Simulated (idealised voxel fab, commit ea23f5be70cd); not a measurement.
Module name: voxel spacer lines (process module)
Displayed cross-section: cut, width of 150 nm, square cells sized 5 nm.
Cross-section spec: square-cell grid; bands listed top down; each band is one or more rows. Quick guide to a band line: top height, bottom height (nm) up front; then every material left to right with its width in nm. Only one material and it's marked "edge to edge"? Then it fills the band edge to edge. And "blank" just means empty space. Where do heights start? At 0: under that level the wafer as delivered is made of one material only. And the lowest band has no floor; it just carries on downward, as in "z 0 and below". The expression "30->40" gives the width at the extremes of the band, the first number at its top row of cells and the second at its bottom row, with the width changing by equal amounts from each row to the next in between. Take "no modifications" at face value: in the step it is given for, the cross-section changed in none of its cells. In the "Enclosed cavity list" entry, you get each enclosed empty space of 8 cells or more, one with no open way to the top, written width x height at distance, distance from the left edge, in nm. after a step's settings: what the simulator itself notes on the step. overlay nm: mask right of planned place by this much (step with mask). Neg. = left.
STEPS IN THE PROCESS PLAN
1: RECEIVE with material Si
2: CONFORMAL_DEP with material Al2O3, thk nm 5
3: DIRECTIONAL_DEP with material SiN, thk nm 10
4: DIRECTIONAL_DEP with material aC, thk nm 20
5: PATTERN with tone cover, mask id MANDREL, material resist, width nm 25, pitch nm 80, thk nm 30, overlay nm 0
6: DIRECTIONAL_ETCH with etch materials aC, depth nm 20
7: STRIP with etch materials resist
8: CONFORMAL_DEP with material SiO2, thk nm 15
9: DIRECTIONAL_ETCH with etch materials SiO2, depth nm 15
10: STRIP with etch materials aC
11: DIRECTIONAL_ETCH with etch materials SiN, depth nm 20
12: STRIP with etch materials SiO2
All wafers enter the flow in the same state. The thk nm at step 3 differs from wafer to wafer, and the plan gives the value for the first wafer.
THE FIRST OF SEVERAL WAFERS AS RECEIVED, SHOWN IN CROSS-SECTION; THIS IS ITS STATE AFTER STEP 1
z 0 and below  Si edge to edge
Enclosed cavity list: none
THE TABLE BELOW HAS ONE ROW FOR EACH WAFER; A ROW SHOWS, AS OF THE END OF THE MODULE, HOW MANY CELLS OF EACH MATERIAL THE WAFER HAS GAINED, MARKED (+), OR LOST, MARKED (-), SINCE IT WAS RECEIVED, AND THEN THE WAFER'S CLOSED VOIDS
thk nm 10, +30 Al2O3, +24 SiN, Enclosed cavity list: none
thk nm 15, +30 Al2O3, +36 SiN, Enclosed cavity list: none
thk nm 20, +30 Al2O3, +48 SiN, Enclosed cavity list: none
thk nm 25, +30 Al2O3, +78 SiN, Enclosed cavity list: none
thk nm 30, +30 Al2O3, +108 SiN, Enclosed cavity list: none
thk nm 35, +30 Al2O3, +138 SiN, Enclosed cavity list: none
